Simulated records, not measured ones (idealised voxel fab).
The name of this process module is voxel wiring stack.
This is section cut - it's 140 nm across, gridded in 5 nm square cells.
Just so we're on the same page, the cross-sections are grids of square cells, and they're listed out in bands top to bottom, each band one or more rows deep.
Each band's line starts with the height of the band's top and of its bottom, in nm. Then come its materials from left to right, each with its width in nm. One material with "all across" fills the band from edge to edge. "empty" is empty space.
It should be noted that heights are counted from 0, beneath which the wafer as supplied is of one material throughout, and that the lowest band possesses no lower boundary but continues downward, as written in "top 0, no bottom".
A width such as "30 to 40" changes by the same amount from each row of cells to the next, from the band's top row to its bottom row.
What does "nothing was modified" mean for a step? It means no cell of the cross-section changed in that step.
"Voids, enclosed" specifies each empty space that is not open to the top and that occupies no fewer than 8 cells, using the form width x height at distance, the distance measured from the left edge and all three quantities in nm.
Post-settings text on a step line: simulator's own remark regarding the step.
"overlay nm" denotes, for a step that has a mask, the displacement of the mask to the right of its planned place, with negative values corresponding to the left.

[The process steps that were planned are listed below]
| 1 | RECEIVE with material Si |
| 2 | CONFORMAL_DEP with material SiO2, thk nm 15 |
| 3 | DIRECTIONAL_DEP with material TiN, thk nm 5 |
| 4 | DIRECTIONAL_DEP with material W, thk nm 15 |
| 5 | PATTERN with tone cover, mask id METAL_1, material resist, width nm 20, pitch nm 40, thk nm 20, overlay nm 0 |
| 6 | DIRECTIONAL_ETCH with etch materials W, depth nm 15 |
| 7 | DIRECTIONAL_ETCH with etch materials TiN, depth nm 5 |
| 8 | STRIP with etch materials resist |
| 9 | FILL_DEP with material SiO2, thk nm 5 |
| 10 | CMP with height nm 35 |
| 11 | CONFORMAL_DEP with material SiCN, thk nm 5 |
| 12 | DIRECTIONAL_DEP with material lowk, thk nm 35 |
| 13 | MASKED_ETCH with tone open, mask id METAL_2_HOLES, width nm 15, pitch nm 40, etch materials lowk, depth nm 35, overlay nm 0 |
| 14 | PATTERN with tone open, mask id METAL_2, material resist, width nm 20, pitch nm 40, thk nm 15, overlay nm -5 |
| 15 | DIRECTIONAL_ETCH with etch materials lowk, depth nm 20 |
| 16 | DIRECTIONAL_ETCH with etch materials SiCN, depth nm 5 |
| 17 | STRIP with etch materials resist |
| 18 | CONFORMAL_DEP with material TiN, thk nm 5 |
| 19 | FILL_DEP with material Ru, thk nm 5 |
| 20 | CMP with height nm 75 |
| 21 | CONFORMAL_DEP with material SiN, thk nm 5 |
Wafers differ in overlay nm at step 14; plan lists the first wafer's value; identical starting state.

[Received condition of the first of several wafers, sectioned: post-step 1]
top 0, no bottom = Si all across
Voids, enclosed: none

[End of module: cross-section of the first of several wafers after step 21, the last step]
top 80, bottom 75 = SiN all across
top 75, bottom 60 = lowk 15 nm | TiN 5 nm | Ru 10 nm | TiN 5 nm | lowk 20 nm | TiN 5 nm | Ru 10 nm | TiN 5 nm | lowk 20 nm | TiN 5 nm | Ru 10 nm | TiN 5 nm | lowk 25 nm
top 60, bottom 55 = lowk 15 nm | TiN 10 nm | Ru 5 nm | TiN 5 nm | lowk 20 nm | TiN 10 nm | Ru 5 nm | TiN 5 nm | lowk 20 nm | TiN 10 nm | Ru 5 nm | TiN 5 nm | lowk 25 nm
top 55, bottom 40 = lowk 20 nm | TiN 5 nm | Ru 5 nm | TiN 5 nm | lowk 25 nm | TiN 5 nm | Ru 5 nm | TiN 5 nm | lowk 25 nm | TiN 5 nm | Ru 5 nm | TiN 5 nm | lowk 25 nm
top 40, bottom 35 = SiCN 20 nm | TiN 15 nm | SiCN 25 nm | TiN 15 nm | SiCN 25 nm | TiN 15 nm | SiCN 25 nm
top 35, bottom 20 = SiO2 20 nm | W 20 nm | SiO2 20 nm | W 20 nm | SiO2 20 nm | W 20 nm | SiO2 20 nm
top 20, bottom 15 = SiO2 20 nm | TiN 20 nm | SiO2 20 nm | TiN 20 nm | SiO2 20 nm | TiN 20 nm | SiO2 20 nm
top 15, bottom 0 = SiO2 all across
top 0, no bottom = Si all across
Voids, enclosed: none

[End of module, last wafer sectioned]
top 80, bottom 75 = SiN all across
top 75, bottom 60 = lowk 20 nm | TiN 5 nm | Ru 15 nm | TiN 5 nm | lowk 15 nm | TiN 5 nm | Ru 15 nm | TiN 5 nm | lowk 15 nm | TiN 5 nm | Ru 15 nm | TiN 5 nm | lowk 15 nm
top 60, bottom 55 = lowk 20 nm | TiN 5 nm | Ru 5 nm | TiN 15 nm | lowk 15 nm | TiN 5 nm | Ru 5 nm | TiN 15 nm | lowk 15 nm | TiN 5 nm | Ru 5 nm | TiN 15 nm | lowk 15 nm
top 55, bottom 45 = lowk 20 nm | TiN 5 nm | Ru 5 nm | TiN 5 nm | lowk 25 nm | TiN 5 nm | Ru 5 nm | TiN 5 nm | lowk 25 nm | TiN 5 nm | Ru 5 nm | TiN 5 nm | lowk 25 nm
top 45, bottom 40 = lowk 20 nm | TiN 15 nm | lowk 25 nm | TiN 15 nm | lowk 25 nm | TiN 15 nm | lowk 25 nm
top 40, bottom 35 = SiCN 25 nm | TiN 10 nm | SiCN 30 nm | TiN 10 nm | SiCN 30 nm | TiN 10 nm | SiCN 25 nm
top 35, bottom 20 = SiO2 20 nm | W 20 nm | SiO2 20 nm | W 20 nm | SiO2 20 nm | W 20 nm | SiO2 20 nm
top 20, bottom 15 = SiO2 20 nm | TiN 20 nm | SiO2 20 nm | TiN 20 nm | SiO2 20 nm | TiN 20 nm | SiO2 20 nm
top 15, bottom 0 = SiO2 all across
top 0, no bottom = Si all across
Voids, enclosed: none

[Tabulated below, wafer by wafer, are the end-of-module results: for each material, the number of cells gained (+) or lost (-) relative to the as-received state, followed by the closed voids]
overlay nm -5 | +30 Ru | +19 SiCN | +28 SiN | +148 SiO2 | +66 TiN | +36 W | +121 lowk | Voids, enclosed: none
overlay nm 0 | +30 Ru | +19 SiCN | +28 SiN | +148 SiO2 | +66 TiN | +36 W | +121 lowk | Voids, enclosed: none
overlay nm 5 | +36 Ru | +22 SiCN | +28 SiN | +148 SiO2 | +69 TiN | +36 W | +109 lowk | Voids, enclosed: none
